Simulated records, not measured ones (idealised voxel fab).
The name of this process module is voxel self aligned vias.
We display cut, a cross-section 170 nm in width whose square cells are each 5 nm.
A cross-section is written here as square cells arranged in a grid, and it is given in bands from the top down, each band taking up one or more rows of cells. Each band's line starts with the height of the band's top and of its bottom, in nm. Then come its materials from left to right, each with its width in nm. One material with "edge to edge" fills the band from edge to edge. "blank" is empty space. Ref level 0: as-received wafer is one material below here. Bottom band extends down with no lower bound ("0 -> down"). Width "30 to 40": first value at the band's top row of cells, second value at its bottom row, equal change from row to row. "everything unchanged" -> step changed no cross-section cell. Reported under the label "Cavities, sealed" are the empty spaces having no open way to the top and comprising 8 cells or more; the notation for each is width x height at distance, in which the distance is measured from the left edge and all three values are in nm. Step line, after settings: the simulator's comment on this step. When a step includes a mask, the "overlay nm" setting on its line states how far to the right of its planned place that mask lay, and negative values state how far to the left.
# The following list gives the planned process steps
1,RECEIVE [material Si]
2,CONFORMAL_DEP [material SiO2] [thk nm 15]
3,CONFORMAL_DEP [material SiCN] [thk nm 5]
4,DIRECTIONAL_DEP [material lowk] [thk nm 30]
5,MASKED_ETCH [tone open] [mask id LINES] [width nm 20] [pitch nm 50] [etch materials lowk] [depth nm 30] [overlay nm 0]
6,CONFORMAL_DEP [material TiN] [thk nm 5]
7,FILL_DEP [material Ru] [thk nm 10]
8,CMP [height nm 50]
9,SELECTIVE_ETCH [etch materials W Ru TiN] [depth nm 5]
10,FILL_DEP [material SiN] [thk nm 10]
11,CMP [height nm 50]
12,DIRECTIONAL_DEP [material lowk] [thk nm 15]
13,MASKED_ETCH [tone open] [mask id VIAS] [width nm 30] [pitch nm 50] [etch materials lowk] [depth nm 15] [overlay nm -15]
14,MASKED_ETCH [tone open] [mask id VIAS] [width nm 30] [pitch nm 50] [etch materials SiN] [depth nm 5] [overlay nm 0]
15,CONFORMAL_DEP [material TiN] [thk nm 5]
16,FILL_DEP [material Cu] [thk nm 5]
17,CMP [height nm 65]
18,CONFORMAL_DEP [material SiN] [thk nm 5]
The wafers in this document start out alike and differ in the overlay nm applied at step 13; the plan shows the value used for the first wafer.
# After step 1, as received: first of several wafers, cross-section
> 0 -> down = Si edge to edge
> Cavities, sealed: none
# First of several wafers in cross-section at module end, following the final step, step 18
> 70 -> 65 = SiN edge to edge
> 65 -> 55 = lowk (30) / TiN (5) / Cu (20) / TiN (5) / lowk (20) / TiN (5) / Cu (20) / TiN (5) / lowk (60)
> 55 -> 50 = lowk (30) / TiN (30) / lowk (20) / TiN (30) / lowk (60)
> 50 -> 45 = lowk (50) / TiN (10) / SiN (10) / lowk (30) / TiN (10) / SiN (10) / lowk (50)
> 45 -> 25 = lowk (50) / TiN (5) / Ru (10) / TiN (5) / lowk (30) / TiN (5) / Ru (10) / TiN (5) / lowk (50)
> 25 -> 20 = lowk (50) / TiN (20) / lowk (30) / TiN (20) / lowk (50)
> 20 -> 15 = SiCN edge to edge
> 15 -> 0 = SiO2 edge to edge
> 0 -> down = Si edge to edge
> Cavities, sealed: none
# Last wafer of the set, cross-sectioned at end of module
> 70 -> 65 = SiN edge to edge
> 65 -> 55 = lowk (60) / TiN (5) / Cu (20) / TiN (5) / lowk (20) / TiN (5) / Cu (20) / TiN (5) / lowk (30)
> 55 -> 50 = lowk (60) / TiN (30) / lowk (20) / TiN (30) / lowk (30)
> 50 -> 45 = lowk (50) / SiN (10) / TiN (10) / lowk (30) / SiN (10) / TiN (10) / lowk (50)
> 45 -> 25 = lowk (50) / TiN (5) / Ru (10) / TiN (5) / lowk (30) / TiN (5) / Ru (10) / TiN (5) / lowk (50)
> 25 -> 20 = lowk (50) / TiN (20) / lowk (30) / TiN (20) / lowk (50)
> 20 -> 15 = SiCN edge to edge
> 15 -> 0 = SiO2 edge to edge
> 0 -> down = Si edge to edge
> Cavities, sealed: none
# End of module, by wafer: material-by-material cell gain (+) or loss (-) since receipt, then closed voids
overlay nm -15, +16 Cu, +16 Ru, +34 SiCN, +38 SiN, +102 SiO2, +48 TiN, +222 lowk, Cavities, sealed: none
overlay nm -10, +18 Cu, +16 Ru, +34 SiCN, +36 SiN, +102 SiO2, +48 TiN, +222 lowk, Cavities, sealed: none
overlay nm -5, +20 Cu, +16 Ru, +34 SiCN, +34 SiN, +102 SiO2, +48 TiN, +222 lowk, Cavities, sealed: none
overlay nm 0, +20 Cu, +16 Ru, +34 SiCN, +34 SiN, +102 SiO2, +48 TiN, +222 lowk, Cavities, sealed: none
overlay nm 5, +20 Cu, +16 Ru, +34 SiCN, +34 SiN, +102 SiO2, +48 TiN, +222 lowk, Cavities, sealed: none
overlay nm 10, +18 Cu, +16 Ru, +34 SiCN, +36 SiN, +102 SiO2, +48 TiN, +222 lowk, Cavities, sealed: none
overlay nm 15, +16 Cu, +16 Ru, +34 SiCN, +38 SiN, +102 SiO2, +48 TiN, +222 lowk, Cavities, sealed: none
